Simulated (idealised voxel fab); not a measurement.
process module | voxel self aligned vias
cross-section cut | 210 nm wide | cells 5 nm
A cross-section is a grid of square cells, given in bands from the top down. A band is one or more rows of cells.
Each band's line starts with the height of the band's top and of its bottom, in nm. Then come its materials from left to right, each with its width in nm. One material with "throughout" fills the band from edge to edge. "air" is empty space.
Height 0 is the level under which the wafer as received is all one material. The lowest band goes on downwards, as in "0 down".
A width such as "30 to 40" changes by the same amount from each row of cells to the next, from the band's top row to its bottom row.
"no change" after a step means that no cell of the cross-section changed.
closed voids: empty space of 8 cells or more with no open way to the top, each as width x height at its distance from the left edge, in nm
after a step's settings: what the simulator itself notes on the step
overlay nm, on a step with a mask: how far to the right of its planned place the mask lay; to the left if negative
plan
1 op RECEIVE | material Si
2 op CONFORMAL_DEP | material SiO2 | thk nm 15
3 op CONFORMAL_DEP | material SiCN | thk nm 5
4 op DIRECTIONAL_DEP | material SiO2 | thk nm 25
5 op PATTERN | tone open | mask id LINES | material resist | width nm 20 | pitch nm 60 | thk nm 15 | overlay nm 0
6 op DIRECTIONAL_ETCH | etch materials SiO2 | depth nm 25
7 op STRIP | etch materials resist
8 op CONFORMAL_DEP | material TiN | thk nm 5
9 op FILL_DEP | material Ru | thk nm 5
10 op CMP | height nm 45
11 op SELECTIVE_ETCH | etch materials W Ru TiN | depth nm 10
12 op FILL_DEP | material SiN | thk nm 5
13 op CMP | height nm 45
14 op DIRECTIONAL_DEP | material SiO2 | thk nm 20
15 op DIRECTIONAL_DEP | material aC | thk nm 10
16 op PATTERN | tone open | mask id VIAS | material resist | width nm 30 | thk nm 30 | overlay nm 0
17 op DIRECTIONAL_ETCH | etch materials aC | depth nm 10
18 op STRIP | etch materials resist
19 op DIRECTIONAL_ETCH | etch materials SiO2 | depth nm 20
20 op DIRECTIONAL_ETCH | etch materials SiN | depth nm 10
21 op STRIP | etch materials aC
22 op CONFORMAL_DEP | material TiN | thk nm 5
23 op FILL_DEP | material Cu | thk nm 5
24 op CMP | height nm 65
25 op CONFORMAL_DEP | material SiCN | thk nm 5
as received, after step 1
  0 down: Si throughout
  closed voids: none
first wafer at the end, as planned
  70 to 65: SiCN throughout
  65 to 50: SiO2 60 | TiN 5 | Cu 20 | TiN 5 | SiO2 120
  50 to 45: SiO2 60 | TiN 10 | Cu 10 | TiN 10 | SiO2 120
  45 to 40: SiO2 65 | TiN 5 | Cu 10 | TiN 5 | SiO2 40 | SiN 20 | SiO2 65
  40 to 35: SiO2 65 | TiN 20 | SiO2 40 | SiN 20 | SiO2 65
  35 to 25: SiO2 65 | TiN 5 | Ru 10 | TiN 5 | SiO2 40 | TiN 5 | Ru 10 | TiN 5 | SiO2 65
  25 to 20: SiO2 65 | TiN 20 | SiO2 40 | TiN 20 | SiO2 65
  20 to 15: SiCN throughout
  15 to 0: SiO2 throughout
  0 down: Si throughout
  closed voids: none
second wafer at the end: like start, like plan, one mistake
  70 to 65: SiCN throughout
  65 to 50: SiO2 50 | TiN 5 | Cu 20 | TiN 5 | SiO2 130
  50 to 45: SiO2 50 | TiN 20 | Cu 5 | TiN 5 | SiO2 130
  45 to 40: SiO2 65 | TiN 5 | Cu 5 | TiN 5 | SiN 5 | SiO2 40 | SiN 20 | SiO2 65
  40 to 35: SiO2 65 | TiN 15 | SiN 5 | SiO2 40 | SiN 20 | SiO2 65
  35 to 25: SiO2 65 | TiN 5 | Ru 10 | TiN 5 | SiO2 40 | TiN 5 | Ru 10 | TiN 5 | SiO2 65
  25 to 20: SiO2 65 | TiN 20 | SiO2 40 | TiN 20 | SiO2 65
  20 to 15: SiCN throughout
  15 to 0: SiO2 throughout
  0 down: Si throughout
  closed voids: none
what went wrong: step 16 ran as: op PATTERN | tone open | mask id VIAS | material resist | width nm 30 | thk nm 30 | overlay nm -10
at the end the second wafer has, in cells: 2 fewer of Cu | 2 more of SiN
